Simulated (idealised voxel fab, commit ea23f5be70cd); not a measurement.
process module | voxel ribs on slabs
cross-section cut | 140 nm wide | cells 5 nm
A cross-section is a grid of square cells, given in bands from the top down. A band is one or more rows of cells.
Each band's line starts with the height of the band's top and of its bottom, in nm. Then come its materials from left to right, each with its width in nm. One material with "throughout" fills the band from edge to edge. "air" is empty space.
Height 0 is the level under which the wafer as received is all one material. The lowest band goes on downwards, as in "0 down".
A width such as "30 to 40" changes by the same amount from each row of cells to the next, from the band's top row to its bottom row.
"no change" after a step means that no cell of the cross-section changed.
closed voids: empty space of 8 cells or more with no open way to the top, each as width x height at its distance from the left edge, in nm
after a step's settings: what the simulator itself notes on the step
overlay nm, on a step with a mask: how far to the right of its planned place the mask lay; to the left if negative
plan
1 op RECEIVE | material Si
2 op DIRECTIONAL_DEP | material SiO2 | thk nm 20
3 op DIRECTIONAL_DEP | material SiN | thk nm 15
4 op DIRECTIONAL_DEP | material aC | thk nm 15
5 op PATTERN | tone cover | mask id RIB | material resist | width nm 25 | thk nm 35 | overlay nm 0
6 op DIRECTIONAL_ETCH | etch materials aC | depth nm 15
7 op STRIP | etch materials resist
8 op DIRECTIONAL_ETCH | etch materials SiN | depth nm 10
9 op STRIP | etch materials aC
10 op DIRECTIONAL_DEP | material aC | thk nm 10
11 op PATTERN | tone cover | mask id SLAB | material resist | width nm 75 | thk nm 30 | overlay nm 0
12 op DIRECTIONAL_ETCH | etch materials aC | depth nm 10
13 op STRIP | etch materials resist
14 op DIRECTIONAL_ETCH | etch materials SiN | depth nm 5
15 op STRIP | etch materials aC
16 op FILL_DEP | material SiO2 | thk nm 20
17 op CMP | height nm 50
18 op DIRECTIONAL_DEP | material W | thk nm 10
19 op MASKED_ETCH | tone cover | mask id HEATER | width nm 35 | etch materials W | depth nm 10 | overlay nm 0
20 op CONFORMAL_DEP | material SiO2 | thk nm 10
first wafer, as planned
as received, after step 1
  0 down: Si throughout
  closed voids: none
after step 2
  20 to 0: SiO2 throughout
  below 0: unchanged
after step 3
  35 to 20: SiN throughout
  below 20: unchanged
after step 4
  50 to 35: aC throughout
  below 35: unchanged
after step 5
  85 to 50: air 55 | resist 25 | air 60
  below 50: unchanged
after step 6
  70 to 50: air 55 | resist 25 | air 60
  50 to 35: air 55 | aC 25 | air 60
  below 35: unchanged
after step 7
  50 to 35: air 55 | aC 25 | air 60
  below 35: unchanged
after step 8
  50 to 35: air 55 | aC 25 | air 60
  35 to 25: air 55 | SiN 25 | air 60
  below 25: unchanged
after step 9
  35 to 25: air 55 | SiN 25 | air 60
  below 25: unchanged
after step 10
  45 to 35: air 55 | aC 25 | air 60
  35 to 25: aC 55 | SiN 25 | aC 60
  below 25: unchanged
after step 11
  75 to 45: air 30 | resist 75 | air 35
  45 to 35: air 30 | resist 25 | aC 25 | resist 25 | air 35
  below 35: unchanged
after step 12
  65 to 45: air 30 | resist 75 | air 35
  45 to 35: air 30 | resist 25 | aC 25 | resist 25 | air 35
  35 to 25: air 30 | aC 25 | SiN 25 | aC 25 | air 35
  below 25: unchanged
after step 13
  45 to 35: air 55 | aC 25 | air 60
  below 35: unchanged
after step 14
  45 to 35: air 55 | aC 25 | air 60
  35 to 25: air 30 | aC 25 | SiN 25 | aC 25 | air 35
  25 to 20: air 30 | SiN 75 | air 35
  below 20: unchanged
after step 15
  35 to 25: air 55 | SiN 25 | air 60
  below 25: unchanged
after step 16
  55 to 35: SiO2 throughout
  35 to 25: SiO2 55 | SiN 25 | SiO2 60
  25 to 20: SiO2 30 | SiN 75 | SiO2 35
  below 20: unchanged
after step 17
  50 to 35: SiO2 throughout
  below 35: unchanged
after step 18
  60 to 50: W throughout
  below 50: unchanged
after step 19
  60 to 50: air 50 | W 35 | air 55
  below 50: unchanged
after step 20
  70 to 60: air 40 | SiO2 55 | air 45
  60 to 50: SiO2 50 | W 35 | SiO2 55
  below 50: unchanged
second wafer: like start, like plan, one mistake. Through step 10 it matches the first wafer
when step 11 should have ended
  75 to 45: air 35 | resist 75 | air 30
  45 to 35: air 35 | resist 20 | aC 25 | resist 30 | air 30
  below 35: unchanged
when step 12 should have ended
  65 to 45: air 35 | resist 75 | air 30
  45 to 35: air 35 | resist 20 | aC 25 | resist 30 | air 30
  35 to 25: air 35 | aC 20 | SiN 25 | aC 30 | air 30
  below 25: unchanged
when step 13 should have ended
  45 to 35: air 55 | aC 25 | air 60
  below 35: unchanged
when step 14 should have ended
  45 to 35: air 55 | aC 25 | air 60
  35 to 25: air 35 | aC 20 | SiN 25 | aC 30 | air 30
  25 to 20: air 35 | SiN 75 | air 30
  below 20: unchanged
when step 15 should have ended
  35 to 25: air 55 | SiN 25 | air 60
  below 25: unchanged
when step 16 should have ended
  55 to 35: SiO2 throughout
  35 to 25: SiO2 55 | SiN 25 | SiO2 60
  25 to 20: SiO2 35 | SiN 75 | SiO2 30
  below 20: unchanged
when step 17 should have ended
  50 to 35: SiO2 throughout
  below 35: unchanged
when step 18 should have ended
  60 to 50: W throughout
  below 50: unchanged
when step 19 should have ended
  60 to 50: air 50 | W 35 | air 55
  below 50: unchanged
when step 20 should have ended
  70 to 60: air 40 | SiO2 55 | air 45
  60 to 50: SiO2 50 | W 35 | SiO2 55
  below 50: unchanged
what went wrong: step 11 ran as: op PATTERN | tone cover | mask id SLAB | material resist | width nm 75 | thk nm 30 | overlay nm 5
at the end the second wafer has, in cells: as many of each material as the first, in other places
